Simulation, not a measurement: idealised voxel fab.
The following process module bears the name voxel self aligned contacts.
Section shown: cut. Width: 205 nm. Cell size: 5 nm, square.
In this document a cross-section is written as a grid of square cells. It is given as a series of bands, listed from the top down, and a band is one or more rows of cells.
This entry defines a band. It first specifies the height of the band's top and the height of its bottom in nm, and then specifies the band's materials from left to right, stating each material with its width in nm. The word "everywhere" identifies a single material that fills the band from edge to edge, while the word "empty" identifies empty space.
Height datum 0, below which the as-received substrate wafer is one material. Lowest band open at the bottom, running downward: "from 0 down".
When a width is written as two numbers, as in "30->40", the first number is the width in the top row of cells of the band and the second is the width in its bottom row, and the width changes by the same amount from each row to the next.
Given "no modification" for a step, no cell of the cross-section differs between before and after that step.
"Enclosed voids" enumerates empty spaces isolated from the top, with no open way to it, that contain at least 8 cells, giving each as width x height at distance from the left edge, all three in nm.
Heads up: the bit after the settings on a step's line is the simulator's remark on that step.
"overlay nm", when on a step's line for a step with a mask, measures how far to the right of its planned place the mask lay; a negative measure means to the left.
The steps planned for the process are as follows:
1. RECEIVE, material Si
2. CONFORMAL_DEP, material SiO2, thk nm 5
3. DIRECTIONAL_DEP, material polySi, thk nm 20
4. DIRECTIONAL_DEP, material SiN, thk nm 20
5. MASKED_ETCH, tone cover, mask id GATE, width nm 35, pitch nm 70, etch materials SiN, depth nm 20, overlay nm 0
6. MASKED_ETCH, tone cover, mask id GATE, width nm 35, pitch nm 70, etch materials polySi, depth nm 20, overlay nm 0
7. CONFORMAL_DEP, material SiN, thk nm 10
8. DIRECTIONAL_ETCH, etch materials SiN, depth nm 10
9. FILL_DEP, material SiO2, thk nm 10
10. CMP, height nm 50
11. PATTERN, tone open, mask id CONTACT, material resist, width nm 45, pitch nm 70, thk nm 20, overlay nm 0
12. DIRECTIONAL_ETCH, etch materials SiO2, depth nm 50
13. STRIP, etch materials resist
14. CONFORMAL_DEP, material TiN, thk nm 5
15. FILL_DEP, material Ru, thk nm 10
16. CMP, height nm 50
17. CONFORMAL_DEP, material SiCN, thk nm 5
Cross-section of the wafer upon arrival, representing the state reached after step 1:
    from 0 down = Si everywhere
    Enclosed voids: none
Starting structure and process plan are as shown above, but one mistake was made in running the module; the wafer cross-section at the end of the module follows:
    from 55 to 50 = SiCN everywhere
    from 50 to 45 = SiO2=40 | TiN=25 | Ru=5 | TiN=15 | SiO2=25 | TiN=25 | Ru=5 | TiN=15 | SiO2=50
    from 45 to 25 = SiO2=5 | SiN=55 | TiN=5 | Ru=5 | TiN=5 | SiN=55 | TiN=5 | Ru=5 | TiN=5 | SiN=55 | SiO2=5
    from 25 to 5 = SiO2=5 | SiN=10 | polySi=35 | SiN=10 | TiN=5 | Ru=5 | TiN=5 | SiN=10 | polySi=35 | SiN=10 | TiN=5 | Ru=5 | TiN=5 | SiN=10 | polySi=35 | SiN=10 | SiO2=5
    from 5 to 0 = SiO2=60 | TiN=15 | SiO2=55 | TiN=15 | SiO2=60
    from 0 down = Si everywhere
    Enclosed voids: none
It is concluded that the wafer was processed incorrectly with respect to the plan, in that rather than as planned, step 11 actually ran as PATTERN, tone open, mask id CONTACT, material resist, width nm 45, pitch nm 70, thk nm 20, overlay nm -5
